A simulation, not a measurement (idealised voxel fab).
Process module under the name voxel transistor to metal
For reference, the cross-section in this document is cut, with width 255 nm and square cells of 5 nm.
In what follows, cross-sections appear as grids of square cells, described through bands that run from the top down, where every band is one or more rows of cells.
Basically the band line says how high the top is and how high the bottom is, in nm, and then what's in it from left to right, every material with its width in nm. Empty space shows up as "blank", and if a single material carries "full width" it runs the full band edge to edge.
Basically, 0 is our baseline, since under it the wafer straight out of the box is all one material. The bottom band has no lower end and keeps on going down, so it looks like "0 down".
Read "30->40" as a graded width: first number on top, second number at the bottom, same change between each pair of neighbouring rows.
Take "nothing altered" at face value: in the step it is given for, the cross-section changed in none of its cells.
In the "Sealed void inventory" entry, you get each enclosed empty space of 8 cells or more, one with no open way to the top, written width x height at distance, distance from the left edge, in nm.
On each step's line, the part that comes after the settings is the simulator's own comment on the step.
Steps that use a mask can have "overlay nm" on their line. It says how far the mask sat to the right of where it was meant to be. Negative means to the left.
Pairs ahead. Before: cross-section ahead of one process step. After: cross-section once the step is done, shown to the lowest changed band only. Under each pair: that step, with settings. Caution: pairs may come from different runs of this module on the same starting wafer; a pair follows the pair above only where its "Pre-process" entry says so.

[Pre-process]
0 down: Si full width
Sealed void inventory: none

[Post-Process View]
5 to 0: SiO2 full width
At heights below 0, the structure remains unaltered.
Sealed void inventory: none
Step between the cross-sections above: CONFORMAL_DEP, material SiO2, thk nm 5

Pre-process: the state before this step is the cross-section shown after the step in the pair just above.

[Post-Process View]
20 to 5: SiN full width
At heights below 5, the structure remains unaltered.
Sealed void inventory: none
Step between the cross-sections above: CONFORMAL_DEP, material SiN, thk nm 15

Pre-process: the state before this step is the cross-section shown after the step in the pair just above.

[Post-Process View]
20 to 5: 25 nm blank, then 90 nm SiN, then 20 nm blank, then 90 nm SiN, then 30 nm blank
At heights below 5, the structure remains unaltered.
Sealed void inventory: none
Step between the cross-sections above: MASKED_ETCH, tone cover, mask id ACTIVE, width nm 90, pitch nm 110, etch materials SiN, depth nm 15, overlay nm 0

Pre-process: the state before this step is the cross-section shown after the step in the pair just above.

[Post-Process View]
20 to 5: 25 nm blank, then 90 nm SiN, then 20 nm blank, then 90 nm SiN, then 30 nm blank
5 to 0: 25 nm blank, then 90 nm SiO2, then 20 nm blank, then 90 nm SiO2, then 30 nm blank
At heights below 0, the structure remains unaltered.
Sealed void inventory: none
Step between the cross-sections above: MASKED_ETCH, tone cover, mask id ACTIVE, width nm 90, pitch nm 110, etch materials SiO2, depth nm 5, overlay nm 0

Pre-process: the state before this step is the cross-section shown after the step in the pair just above.

[Post-Process View]
20 to 5: 25 nm blank, then 90 nm SiN, then 20 nm blank, then 90 nm SiN, then 30 nm blank
5 to 0: 25 nm blank, then 90 nm SiO2, then 20 nm blank, then 90 nm SiO2, then 30 nm blank
0 to -25: 25 nm blank, then 90 nm Si, then 20 nm blank, then 90 nm Si, then 30 nm blank
At heights below -25, the structure remains unaltered.
Sealed void inventory: none
Step between the cross-sections above: MASKED_ETCH, tone cover, mask id ACTIVE, width nm 90, pitch nm 110, etch materials Si, depth nm 25, overlay nm 0

Pre-process: the state before this step is the cross-section shown after the step in the pair just above.

[Post-Process View]
20 to 5: 25 nm blank, then 90 nm SiN, then 20 nm blank, then 90 nm SiN, then 30 nm blank
5 to 0: 25 nm blank, then 90 nm SiO2, then 20 nm blank, then 90 nm SiO2, then 30 nm blank
0 to -25: 25 nm blank, then 5 nm SiO2, then 80 nm Si, then 5 nm SiO2, then 20 nm blank, then 5 nm SiO2, then 80 nm Si, then 5 nm SiO2, then 30 nm blank
-25 to -30: 30 nm SiO2, then 80 nm Si, then 30 nm SiO2, then 80 nm Si, then 35 nm SiO2
At heights below -30, the structure remains unaltered.
Sealed void inventory: none
Step between the cross-sections above: OXIDIZE, depth nm 5

Pre-process: the state before this step is the cross-section shown after the step in the pair just above.

[Post-Process View]
30 to 20: SiO2 full width
20 to 5: 25 nm SiO2, then 90 nm SiN, then 20 nm SiO2, then 90 nm SiN, then 30 nm SiO2
5 to 0: SiO2 full width
0 to -30: 30 nm SiO2, then 80 nm Si, then 30 nm SiO2, then 80 nm Si, then 35 nm SiO2
At heights below -30, the structure remains unaltered.
Sealed void inventory: none
Step between the cross-sections above: FILL_DEP, material SiO2, thk nm 10

Pre-process: the state before this step is the cross-section shown after the step in the pair just above.

[Post-Process View]
20 to 5: 25 nm SiO2, then 90 nm SiN, then 20 nm SiO2, then 90 nm SiN, then 30 nm SiO2
At heights below 5, the structure remains unaltered.
Sealed void inventory: none
Step between the cross-sections above: CMP, height nm 20

Pre-process: the state before this step is the cross-section shown after the step in the pair just above.

[Post-Process View]
20 to 10: 25 nm blank, then 90 nm SiN, then 20 nm blank, then 90 nm SiN, then 30 nm blank
At heights below 10, the structure remains unaltered.
Sealed void inventory: none
Step between the cross-sections above: SELECTIVE_ETCH, etch materials SiO2, depth nm 10

Pre-process: the state before this step is the cross-section shown after the step in the pair just above.

[Post-Process View]
10 to 5: 25 nm SiO2, then 90 nm blank, then 20 nm SiO2, then 90 nm blank, then 30 nm SiO2
At heights below 5, the structure remains unaltered.
Sealed void inventory: none
Step between the cross-sections above: STRIP, etch materials SiN

Pre-process: the state before this step is the cross-section shown after the step in the pair just above.

[Post-Process View]
5 to 0: 20 nm SiO2, then 100 nm blank, then 10 nm SiO2, then 100 nm blank, then 25 nm SiO2
At heights below 0, the structure remains unaltered.
Sealed void inventory: none
Step between the cross-sections above: SELECTIVE_ETCH, etch materials SiO2, depth nm 5

Pre-process: the state before this step is the cross-section shown after the step in the pair just above.

[Post-Process View]
5 to 0: 20 nm SiO2, then 100 nm blank, then 10 nm SiO2, then 100 nm blank, then 25 nm SiO2
0 to -5: SiO2 full width
At heights below -5, the structure remains unaltered.
Sealed void inventory: none
Step between the cross-sections above: OXIDIZE, depth nm 5

Pre-process: the state before this step is the cross-section shown after the step in the pair just above.

[Post-Process View]
30 to 25: 20 nm polySi, then 100 nm blank, then 10 nm polySi, then 100 nm blank, then 25 nm polySi
25 to 5: polySi full width
5 to 0: 20 nm SiO2, then 100 nm polySi, then 10 nm SiO2, then 100 nm polySi, then 25 nm SiO2
At heights below 0, the structure remains unaltered.
Sealed void inventory: none
Step between the cross-sections above: DIRECTIONAL_DEP, material polySi, thk nm 25

Pre-process: the state before this step is the cross-section shown after the step in the pair just above.

[Post-Process View]
45 to 40: 20 nm SiCN, then 100 nm blank, then 10 nm SiCN, then 100 nm blank, then 25 nm SiCN
40 to 30: SiCN full width
30 to 25: 20 nm polySi, then 100 nm SiCN, then 10 nm polySi, then 100 nm SiCN, then 25 nm polySi
At heights below 25, the structure remains unaltered.
Sealed void inventory: none
Step between the cross-sections above: DIRECTIONAL_DEP, material SiCN, thk nm 15

Pre-process: the state before this step is the cross-section shown after the step in the pair just above.

[Post-Process View]
65 to 45: 60 nm blank, then 20 nm resist, then 90 nm blank, then 20 nm resist, then 65 nm blank
45 to 40: 20 nm SiCN, then 40 nm blank, then 20 nm resist, then 40 nm blank, then 10 nm SiCN, then 40 nm blank, then 20 nm resist, then 40 nm blank, then 25 nm SiCN
At heights below 40, the structure remains unaltered.
Sealed void inventory: none
Step between the cross-sections above: PATTERN, tone cover, mask id GATE, material resist, width nm 20, pitch nm 110, thk nm 20, overlay nm 0

Pre-process: the state before this step is the cross-section shown after the step in the pair just above.

[Post-Process View]
65 to 40: 60 nm blank, then 20 nm resist, then 90 nm blank, then 20 nm resist, then 65 nm blank
40 to 30: 60 nm blank, then 20 nm SiCN, then 90 nm blank, then 20 nm SiCN, then 65 nm blank
30 to 25: 20 nm polySi, then 40 nm blank, then 20 nm SiCN, then 40 nm blank, then 10 nm polySi, then 40 nm blank, then 20 nm SiCN, then 40 nm blank, then 25 nm polySi
At heights below 25, the structure remains unaltered.
Sealed void inventory: none
Step between the cross-sections above: DIRECTIONAL_ETCH, etch materials SiCN, depth nm 25

Pre-process: the state before this step is the cross-section shown after the step in the pair just above.

[Post-Process View]
65 to 40: 60 nm blank, then 20 nm resist, then 90 nm blank, then 20 nm resist, then 65 nm blank
40 to 25: 60 nm blank, then 20 nm SiCN, then 90 nm blank, then 20 nm SiCN, then 65 nm blank
25 to 5: 60 nm blank, then 20 nm polySi, then 90 nm blank, then 20 nm polySi, then 65 nm blank
5 to 0: 20 nm SiO2, then 40 nm blank, then 20 nm polySi, then 40 nm blank, then 10 nm SiO2, then 40 nm blank, then 20 nm polySi, then 40 nm blank, then 25 nm SiO2
At heights below 0, the structure remains unaltered.
Sealed void inventory: none
Step between the cross-sections above: DIRECTIONAL_ETCH, etch materials polySi, depth nm 35

Pre-process: the state before this step is the cross-section shown after the step in the pair just above.

[Post-Process View]
40 to 25: 60 nm blank, then 20 nm SiCN, then 90 nm blank, then 20 nm SiCN, then 65 nm blank
At heights below 25, the structure remains unaltered.
Sealed void inventory: none
Step between the cross-sections above: STRIP, etch materials resist

Pre-process: the state before this step is the cross-section shown after the step in the pair just above.

[Post-Process View]
50 to 40: 50 nm blank, then 40 nm SiN, then 70 nm blank, then 40 nm SiN, then 55 nm blank
40 to 25: 50 nm blank, then 10 nm SiN, then 20 nm SiCN, then 10 nm SiN, then 70 nm blank, then 10 nm SiN, then 20 nm SiCN, then 10 nm SiN, then 55 nm blank
25 to 15: 50 nm blank, then 10 nm SiN, then 20 nm polySi, then 10 nm SiN, then 70 nm blank, then 10 nm SiN, then 20 nm polySi, then 10 nm SiN, then 55 nm blank
15 to 10: 30 nm SiN, then 20 nm blank, then 10 nm SiN, then 20 nm polySi, then 10 nm SiN, then 20 nm blank, then 30 nm SiN, then 20 nm blank, then 10 nm SiN, then 20 nm polySi, then 10 nm SiN, then 20 nm blank, then 35 nm SiN
10 to 5: 60 nm SiN, then 20 nm polySi, then 90 nm SiN, then 20 nm polySi, then 65 nm SiN
5 to 0: 20 nm SiO2, then 40 nm SiN, then 20 nm polySi, then 40 nm SiN, then 10 nm SiO2, then 40 nm SiN, then 20 nm polySi, then 40 nm SiN, then 25 nm SiO2
At heights below 0, the structure remains unaltered.
Sealed void inventory: none
Step between the cross-sections above: CONFORMAL_DEP, material SiN, thk nm 10

Pre-process: the state before this step is the cross-section shown after the step in the pair just above.

[Post-Process View]
40 to 25: 50 nm blank, then 10 nm SiN, then 20 nm SiCN, then 10 nm SiN, then 70 nm blank, then 10 nm SiN, then 20 nm SiCN, then 10 nm SiN, then 55 nm blank
25 to 5: 50 nm blank, then 10 nm SiN, then 20 nm polySi, then 10 nm SiN, then 70 nm blank, then 10 nm SiN, then 20 nm polySi, then 10 nm SiN, then 55 nm blank
5 to 0: 20 nm SiO2, then 10 nm SiN, then 20 nm blank, then 10 nm SiN, then 20 nm polySi, then 10 nm SiN, then 20 nm blank, then 10 nm SiN, then 10 nm SiO2, then 10 nm SiN, then 20 nm blank, then 10 nm SiN, then 20 nm polySi, then 10 nm SiN, then 20 nm blank, then 10 nm SiN, then 25 nm SiO2
At heights below 0, the structure remains unaltered.
Sealed void inventory: none
Step between the cross-sections above: DIRECTIONAL_ETCH, etch materials SiN, depth nm 10

Pre-process: the state before this step is the cross-section shown after the step in the pair just above.

[Post-Process View]
40 to 25: 50 nm blank, then 10 nm SiN, then 20 nm SiCN, then 10 nm SiN, then 70 nm blank, then 10 nm SiN, then 20 nm SiCN, then 10 nm SiN, then 55 nm blank
25 to 5: 50 nm blank, then 10 nm SiN, then 20 nm polySi, then 10 nm SiN, then 70 nm blank, then 10 nm SiN, then 20 nm polySi, then 10 nm SiN, then 55 nm blank
5 to 0: 20 nm blank, then 10 nm SiN, then 20 nm blank, then 10 nm SiN, then 20 nm polySi, then 10 nm SiN, then 20 nm blank, then 10 nm SiN, then 10 nm blank, then 10 nm SiN, then 20 nm blank, then 10 nm SiN, then 20 nm polySi, then 10 nm SiN, then 20 nm blank, then 10 nm SiN, then 25 nm blank
0 to -5: 30 nm SiO2, then 20 nm blank, then 40 nm SiO2, then 20 nm blank, then 30 nm SiO2, then 20 nm blank, then 40 nm SiO2, then 20 nm blank, then 35 nm SiO2
At heights below -5, the structure remains unaltered.
Sealed void inventory: none
Step between the cross-sections above: DIRECTIONAL_ETCH, etch materials SiO2, depth nm 5

Pre-process: the state before this step is the cross-section shown after the step in the pair just above.

[Post-Process View]
40 to 25: 50 nm blank, then 10 nm SiN, then 20 nm SiCN, then 10 nm SiN, then 70 nm blank, then 10 nm SiN, then 20 nm SiCN, then 10 nm SiN, then 55 nm blank
25 to 5: 50 nm blank, then 10 nm SiN, then 20 nm polySi, then 10 nm SiN, then 70 nm blank, then 10 nm SiN, then 20 nm polySi, then 10 nm SiN, then 55 nm blank
5 to 0: 20 nm blank, then 10 nm SiN, then 20 nm blank, then 10 nm SiN, then 20 nm polySi, then 10 nm SiN, then 20 nm blank, then 10 nm SiN, then 10 nm blank, then 10 nm SiN, then 20 nm blank, then 10 nm SiN, then 20 nm polySi, then 10 nm SiN, then 20 nm blank, then 10 nm SiN, then 25 nm blank
0 to -5: 30 nm SiO2, then 20 nm blank, then 40 nm SiO2, then 20 nm blank, then 30 nm SiO2, then 20 nm blank, then 40 nm SiO2, then 20 nm blank, then 35 nm SiO2
-5 to -15: 30 nm SiO2, then 20 nm blank, then 40 nm Si, then 20 nm blank, then 30 nm SiO2, then 20 nm blank, then 40 nm Si, then 20 nm blank, then 35 nm SiO2
At heights below -15, the structure remains unaltered.
Sealed void inventory: none
Step between the cross-sections above: DIRECTIONAL_ETCH, etch materials Si, depth nm 10

Pre-process: the state before this step is the cross-section shown after the step in the pair just above.

[Post-Process View]
40 to 25: 50 nm blank, then 10 nm SiN, then 20 nm SiCN, then 10 nm SiN, then 70 nm blank, then 10 nm SiN, then 20 nm SiCN, then 10 nm SiN, then 55 nm blank
25 to 10: 50 nm blank, then 10 nm SiN, then 20 nm polySi, then 10 nm SiN, then 70 nm blank, then 10 nm SiN, then 20 nm polySi, then 10 nm SiN, then 55 nm blank
10 to 5: 35 nm blank, then 15 nm nSi, then 10 nm SiN, then 20 nm polySi, then 10 nm SiN, then 15 nm nSi, then 40 nm blank, then 15 nm nSi, then 10 nm SiN, then 20 nm polySi, then 10 nm SiN, then 15 nm nSi, then 40 nm blank
5 to 0: 20 nm blank, then 10 nm SiN, then 5 nm blank, then 15 nm nSi, then 10 nm SiN, then 20 nm polySi, then 10 nm SiN, then 15 nm nSi, then 5 nm blank, then 10 nm SiN, then 10 nm blank, then 10 nm SiN, then 5 nm blank, then 15 nm nSi, then 10 nm SiN, then 20 nm polySi, then 10 nm SiN, then 15 nm nSi, then 5 nm blank, then 10 nm SiN, then 25 nm blank
0 to -5: 30 nm SiO2, then 20 nm nSi, then 40 nm SiO2, then 20 nm nSi, then 30 nm SiO2, then 20 nm nSi, then 40 nm SiO2, then 20 nm nSi, then 35 nm SiO2
-5 to -15: 30 nm SiO2, then 20 nm nSi, then 40 nm Si, then 20 nm nSi, then 30 nm SiO2, then 20 nm nSi, then 40 nm Si, then 20 nm nSi, then 35 nm SiO2
At heights below -15, the structure remains unaltered.
Sealed void inventory: none
Step between the cross-sections above: EPI, material nSi, thk nm 15

Pre-process: the state before this step is the cross-section shown after the step in the pair just above.

[Post-Process View]
45 to 40: SiO2 full width
40 to 25: 50 nm SiO2, then 10 nm SiN, then 20 nm SiCN, then 10 nm SiN, then 70 nm SiO2, then 10 nm SiN, then 20 nm SiCN, then 10 nm SiN, then 55 nm SiO2
25 to 10: 50 nm SiO2, then 10 nm SiN, then 20 nm polySi, then 10 nm SiN, then 70 nm SiO2, then 10 nm SiN, then 20 nm polySi, then 10 nm SiN, then 55 nm SiO2
10 to 5: 35 nm SiO2, then 15 nm nSi, then 10 nm SiN, then 20 nm polySi, then 10 nm SiN, then 15 nm nSi, then 40 nm SiO2, then 15 nm nSi, then 10 nm SiN, then 20 nm polySi, then 10 nm SiN, then 15 nm nSi, then 40 nm SiO2
5 to 0: 20 nm SiO2, then 10 nm SiN, then 5 nm SiO2, then 15 nm nSi, then 10 nm SiN, then 20 nm polySi, then 10 nm SiN, then 15 nm nSi, then 5 nm SiO2, then 10 nm SiN, then 10 nm SiO2, then 10 nm SiN, then 5 nm SiO2, then 15 nm nSi, then 10 nm SiN, then 20 nm polySi, then 10 nm SiN, then 15 nm nSi, then 5 nm SiO2, then 10 nm SiN, then 25 nm SiO2
At heights below 0, the structure remains unaltered.
Sealed void inventory: none
Step between the cross-sections above: FILL_DEP, material SiO2, thk nm 5

Pre-process: the state before this step is the cross-section shown after the step in the pair just above.

[Post-Process View]
40 to 25: 50 nm SiO2, then 10 nm SiN, then 20 nm SiCN, then 10 nm SiN, then 70 nm SiO2, then 10 nm SiN, then 20 nm SiCN, then 10 nm SiN, then 55 nm SiO2
At heights below 25, the structure remains unaltered.
Sealed void inventory: none
Step between the cross-sections above: CMP, height nm 40

Pre-process: the state before this step is the cross-section shown after the step in the pair just above.

[Post-Process View]
50 to 40: SiO2 full width
At heights below 40, the structure remains unaltered.
Sealed void inventory: none
Step between the cross-sections above: DIRECTIONAL_DEP, material SiO2, thk nm 10

Pre-process: the state before this step is the cross-section shown after the step in the pair just above.

[Post-Process View]
65 to 50: 30 nm resist, then 25 nm blank, then 30 nm resist, then 25 nm blank, then 30 nm resist, then 25 nm blank, then 30 nm resist, then 25 nm blank, then 35 nm resist
At heights below 50, the structure remains unaltered.
Sealed void inventory: none
Step between the cross-sections above: PATTERN, tone open, mask id CONTACT, material resist, width nm 25, pitch nm 55, thk nm 15, overlay nm 0

Pre-process: the state before this step is the cross-section shown after the step in the pair just above.

[Post-Process View]
65 to 50: 30 nm resist, then 25 nm blank, then 30 nm resist, then 25 nm blank, then 30 nm resist, then 25 nm blank, then 30 nm resist, then 25 nm blank, then 35 nm resist
50 to 40: 30 nm SiO2, then 25 nm blank, then 30 nm SiO2, then 25 nm blank, then 30 nm SiO2, then 25 nm blank, then 30 nm SiO2, then 25 nm blank, then 35 nm SiO2
40 to 25: 30 nm SiO2, then 20 nm blank, then 10 nm SiN, then 20 nm SiCN, then 10 nm SiN, then 20 nm blank, then 30 nm SiO2, then 20 nm blank, then 10 nm SiN, then 20 nm SiCN, then 10 nm SiN, then 20 nm blank, then 35 nm SiO2
25 to 10: 30 nm SiO2, then 20 nm blank, then 10 nm SiN, then 20 nm polySi, then 10 nm SiN, then 20 nm blank, then 30 nm SiO2, then 20 nm blank, then 10 nm SiN, then 20 nm polySi, then 10 nm SiN, then 20 nm blank, then 35 nm SiO2
10 to 5: 30 nm SiO2, then 5 nm blank, then 15 nm nSi, then 10 nm SiN, then 20 nm polySi, then 10 nm SiN, then 15 nm nSi, then 5 nm blank, then 30 nm SiO2, then 5 nm blank, then 15 nm nSi, then 10 nm SiN, then 20 nm polySi, then 10 nm SiN, then 15 nm nSi, then 5 nm blank, then 35 nm SiO2
5 to 0: 20 nm SiO2, then 10 nm SiN, then 5 nm blank, then 15 nm nSi, then 10 nm SiN, then 20 nm polySi, then 10 nm SiN, then 15 nm nSi, then 5 nm blank, then 10 nm SiN, then 10 nm SiO2, then 10 nm SiN, then 5 nm blank, then 15 nm nSi, then 10 nm SiN, then 20 nm polySi, then 10 nm SiN, then 15 nm nSi, then 5 nm blank, then 10 nm SiN, then 25 nm SiO2
At heights below 0, the structure remains unaltered.
Sealed void inventory: none
Step between the cross-sections above: DIRECTIONAL_ETCH, etch materials SiO2, depth nm 50

Pre-process: the state before this step is the cross-section shown after the step in the pair just above.

[Post-Process View]
50 to 40: 30 nm SiO2, then 25 nm blank, then 30 nm SiO2, then 25 nm blank, then 30 nm SiO2, then 25 nm blank, then 30 nm SiO2, then 25 nm blank, then 35 nm SiO2
At heights below 40, the structure remains unaltered.
Sealed void inventory: none
Step between the cross-sections above: STRIP, etch materials resist

Pre-process: the state before this step is the cross-section shown after the step in the pair just above.

[Post-Process View]
55 to 50: 35 nm TiN, then 15 nm blank, then 40 nm TiN, then 15 nm blank, then 40 nm TiN, then 15 nm blank, then 40 nm TiN, then 15 nm blank, then 40 nm TiN
50 to 40: 30 nm SiO2, then 5 nm TiN, then 15->10 nm blank, then 5->10 nm TiN, then 30 nm SiO2, then 5->10 nm TiN, then 15->10 nm blank, then 5 nm TiN, then 30 nm SiO2, then 5 nm TiN, then 15->10 nm blank, then 5->10 nm TiN, then 30 nm SiO2, then 5->10 nm TiN, then 15->10 nm blank, then 5 nm TiN, then 35 nm SiO2
40 to 25: 30 nm SiO2, then 5 nm TiN, then 10 nm blank, then 5 nm TiN, then 10 nm SiN, then 20 nm SiCN, then 10 nm SiN, then 5 nm TiN, then 10 nm blank, then 5 nm TiN, then 30 nm SiO2, then 5 nm TiN, then 10 nm blank, then 5 nm TiN, then 10 nm SiN, then 20 nm SiCN, then 10 nm SiN, then 5 nm TiN, then 10 nm blank, then 5 nm TiN, then 35 nm SiO2
25 to 15: 30 nm SiO2, then 5 nm TiN, then 10 nm blank, then 5 nm TiN, then 10 nm SiN, then 20 nm polySi, then 10 nm SiN, then 5 nm TiN, then 10 nm blank, then 5 nm TiN, then 30 nm SiO2, then 5 nm TiN, then 10 nm blank, then 5 nm TiN, then 10 nm SiN, then 20 nm polySi, then 10 nm SiN, then 5 nm TiN, then 10 nm blank, then 5 nm TiN, then 35 nm SiO2
15 to 10: 30 nm SiO2, then 20 nm TiN, then 10 nm SiN, then 20 nm polySi, then 10 nm SiN, then 20 nm TiN, then 30 nm SiO2, then 20 nm TiN, then 10 nm SiN, then 20 nm polySi, then 10 nm SiN, then 20 nm TiN, then 35 nm SiO2
10 to 5: 30 nm SiO2, then 5 nm TiN, then 15 nm nSi, then 10 nm SiN, then 20 nm polySi, then 10 nm SiN, then 15 nm nSi, then 5 nm TiN, then 30 nm SiO2, then 5 nm TiN, then 15 nm nSi, then 10 nm SiN, then 20 nm polySi, then 10 nm SiN, then 15 nm nSi, then 5 nm TiN, then 35 nm SiO2
5 to 0: 20 nm SiO2, then 10 nm SiN, then 5 nm TiN, then 15 nm nSi, then 10 nm SiN, then 20 nm polySi, then 10 nm SiN, then 15 nm nSi, then 5 nm TiN, then 10 nm SiN, then 10 nm SiO2, then 10 nm SiN, then 5 nm TiN, then 15 nm nSi, then 10 nm SiN, then 20 nm polySi, then 10 nm SiN, then 15 nm nSi, then 5 nm TiN, then 10 nm SiN, then 25 nm SiO2
At heights below 0, the structure remains unaltered.
Sealed void inventory: none
Step between the cross-sections above: CONFORMAL_DEP, material TiN, thk nm 5

Pre-process: the state before this step is the cross-section shown after the step in the pair just above.

[Post-Process View]
60 to 55: Ru full width
55 to 50: 35 nm TiN, then 15 nm Ru, then 40 nm TiN, then 15 nm Ru, then 40 nm TiN, then 15 nm Ru, then 40 nm TiN, then 15 nm Ru, then 40 nm TiN
50 to 40: 30 nm SiO2, then 5 nm TiN, then 15->10 nm Ru, then 5->10 nm TiN, then 30 nm SiO2, then 5->10 nm TiN, then 15->10 nm Ru, then 5 nm TiN, then 30 nm SiO2, then 5 nm TiN, then 15->10 nm Ru, then 5->10 nm TiN, then 30 nm SiO2, then 5->10 nm TiN, then 15->10 nm Ru, then 5 nm TiN, then 35 nm SiO2
40 to 25: 30 nm SiO2, then 5 nm TiN, then 10 nm Ru, then 5 nm TiN, then 10 nm SiN, then 20 nm SiCN, then 10 nm SiN, then 5 nm TiN, then 10 nm Ru, then 5 nm TiN, then 30 nm SiO2, then 5 nm TiN, then 10 nm Ru, then 5 nm TiN, then 10 nm SiN, then 20 nm SiCN, then 10 nm SiN, then 5 nm TiN, then 10 nm Ru, then 5 nm TiN, then 35 nm SiO2
25 to 15: 30 nm SiO2, then 5 nm TiN, then 10 nm Ru, then 5 nm TiN, then 10 nm SiN, then 20 nm polySi, then 10 nm SiN, then 5 nm TiN, then 10 nm Ru, then 5 nm TiN, then 30 nm SiO2, then 5 nm TiN, then 10 nm Ru, then 5 nm TiN, then 10 nm SiN, then 20 nm polySi, then 10 nm SiN, then 5 nm TiN, then 10 nm Ru, then 5 nm TiN, then 35 nm SiO2
At heights below 15, the structure remains unaltered.
Sealed void inventory: none
Step between the cross-sections above: FILL_DEP, material Ru, thk nm 5

Pre-process: the state before this step is the cross-section shown after the step in the pair just above.

[Post-Process View]
50 to 40: 30 nm SiO2, then 5 nm TiN, then 15->10 nm Ru, then 5->10 nm TiN, then 30 nm SiO2, then 5->10 nm TiN, then 15->10 nm Ru, then 5 nm TiN, then 30 nm SiO2, then 5 nm TiN, then 15->10 nm Ru, then 5->10 nm TiN, then 30 nm SiO2, then 5->10 nm TiN, then 15->10 nm Ru, then 5 nm TiN, then 35 nm SiO2
At heights below 40, the structure remains unaltered.
Sealed void inventory: none
Step between the cross-sections above: CMP, height nm 50

Pre-process: the state before this step is the cross-section shown after the step in the pair just above.

[Post-Process View]
55 to 50: TiN full width
At heights below 50, the structure remains unaltered.
Sealed void inventory: none
Step between the cross-sections above: DIRECTIONAL_DEP, material TiN, thk nm 5

Pre-process: the state before this step is the cross-section shown after the step in the pair just above.

[Post-Process View]
70 to 55: Ru full width
At heights below 55, the structure remains unaltered.
Sealed void inventory: none
Step between the cross-sections above: DIRECTIONAL_DEP, material Ru, thk nm 15

Pre-process: the state before this step is the cross-section shown after the step in the pair just above.

[Post-Process View]
70 to 55: 30 nm blank, then 15 nm Ru, then 50 nm blank, then 15 nm Ru, then 30 nm blank, then 15 nm Ru, then 50 nm blank, then 15 nm Ru, then 35 nm blank
At heights below 55, the structure remains unaltered.
Sealed void inventory: none
Step between the cross-sections above: MASKED_ETCH, tone cover, mask id METAL_1, width nm 15, etch materials Ru, depth nm 15, overlay nm 0

Pre-process: the state before this step is the cross-section shown after the step in the pair just above.

[Post-Process View]
70 to 55: 30 nm blank, then 15 nm Ru, then 50 nm blank, then 15 nm Ru, then 30 nm blank, then 15 nm Ru, then 50 nm blank, then 15 nm Ru, then 35 nm blank
55 to 50: 30 nm blank, then 15 nm TiN, then 50 nm blank, then 15 nm TiN, then 30 nm blank, then 15 nm TiN, then 50 nm blank, then 15 nm TiN, then 35 nm blank
At heights below 50, the structure remains unaltered.
Sealed void inventory: none
Step between the cross-sections above: MASKED_ETCH, tone cover, mask id METAL_1, width nm 15, etch materials TiN, depth nm 5, overlay nm 0

Pre-process: the state before this step is the cross-section shown after the step in the pair just above.

[Post-Process View]
75 to 70: 25 nm blank, then 25 nm SiN, then 40 nm blank, then 25 nm SiN, then 20 nm blank, then 25 nm SiN, then 40 nm blank, then 25 nm SiN, then 30 nm blank
70 to 55: 25 nm blank, then 5 nm SiN, then 15 nm Ru, then 5 nm SiN, then 40 nm blank, then 5 nm SiN, then 15 nm Ru, then 5 nm SiN, then 20 nm blank, then 5 nm SiN, then 15 nm Ru, then 5 nm SiN, then 40 nm blank, then 5 nm SiN, then 15 nm Ru, then 5 nm SiN, then 30 nm blank
55 to 50: 30 nm SiN, then 15 nm TiN, then 50 nm SiN, then 15 nm TiN, then 30 nm SiN, then 15 nm TiN, then 50 nm SiN, then 15 nm TiN, then 35 nm SiN
At heights below 50, the structure remains unaltered.
Sealed void inventory: none
Step between the cross-sections above: CONFORMAL_DEP, material SiN, thk nm 5

Pre-process: the state before this step is the cross-section shown after the step in the pair just above.

[Post-Process View]
85 to 75: SiO2 full width
75 to 70: 25 nm SiO2, then 25 nm SiN, then 40 nm SiO2, then 25 nm SiN, then 20 nm SiO2, then 25 nm SiN, then 40 nm SiO2, then 25 nm SiN, then 30 nm SiO2
70 to 55: 25 nm SiO2, then 5 nm SiN, then 15 nm Ru, then 5 nm SiN, then 40 nm SiO2, then 5 nm SiN, then 15 nm Ru, then 5 nm SiN, then 20 nm SiO2, then 5 nm SiN, then 15 nm Ru, then 5 nm SiN, then 40 nm SiO2, then 5 nm SiN, then 15 nm Ru, then 5 nm SiN, then 30 nm SiO2
At heights below 55, the structure remains unaltered.
Sealed void inventory: none
Step between the cross-sections above: FILL_DEP, material SiO2, thk nm 10

Pre-process: the state before this step is the cross-section shown after the step in the pair just above.

[Post-Process View]
70 to 55: 25 nm SiO2, then 5 nm SiN, then 15 nm Ru, then 5 nm SiN, then 40 nm SiO2, then 5 nm SiN, then 15 nm Ru, then 5 nm SiN, then 20 nm SiO2, then 5 nm SiN, then 15 nm Ru, then 5 nm SiN, then 40 nm SiO2, then 5 nm SiN, then 15 nm Ru, then 5 nm SiN, then 30 nm SiO2
At heights below 55, the structure remains unaltered.
Sealed void inventory: none
Step between the cross-sections above: CMP, height nm 70

Pre-process: the state before this step is the cross-section shown after the step in the pair just above.

[Post-Process View]
75 to 70: SiCN full width
At heights below 70, the structure remains unaltered.
Sealed void inventory: none
Step between the cross-sections above: CONFORMAL_DEP, material SiCN, thk nm 5

Pre-process: the state before this step is the cross-section shown after the step in the pair just above.

[Post-Process View]
105 to 75: SiO2 full width
At heights below 75, the structure remains unaltered.
Sealed void inventory: none
Step between the cross-sections above: DIRECTIONAL_DEP, material SiO2, thk nm 30

Pre-process: the state before this step is the cross-section shown after the step in the pair just above.

[Post-Process View]
105 to 90: 30 nm SiO2, then 15 nm blank, then 95 nm SiO2, then 15 nm blank, then 100 nm SiO2
At heights below 90, the structure remains unaltered.
Sealed void inventory: none
Step between the cross-sections above: MASKED_ETCH, tone open, mask id METAL_2, width nm 15, pitch nm 110, etch materials SiO2, depth nm 15, overlay nm 0

Pre-process: the state before this step is the cross-section shown after the step in the pair just above.

[Post-Process View]
115 to 105: 30 nm aC, then 15 nm blank, then 95 nm aC, then 15 nm blank, then 100 nm aC
105 to 100: 30 nm SiO2, then 15 nm blank, then 95 nm SiO2, then 15 nm blank, then 100 nm SiO2
100 to 90: 30 nm SiO2, then 15 nm aC, then 95 nm SiO2, then 15 nm aC, then 100 nm SiO2
At heights below 90, the structure remains unaltered.
Sealed void inventory: none
Step between the cross-sections above: DIRECTIONAL_DEP, material aC, thk nm 10

Pre-process: the state before this step is the cross-section shown after the step in the pair just above.

[Post-Process View]
145 to 115: 30 nm resist, then 15 nm blank, then 95 nm resist, then 15 nm blank, then 100 nm resist
At heights below 115, the structure remains unaltered.
Sealed void inventory: none
Step between the cross-sections above: PATTERN, tone open, mask id METAL_2_HOLES, material resist, width nm 15, pitch nm 110, thk nm 30, overlay nm 0
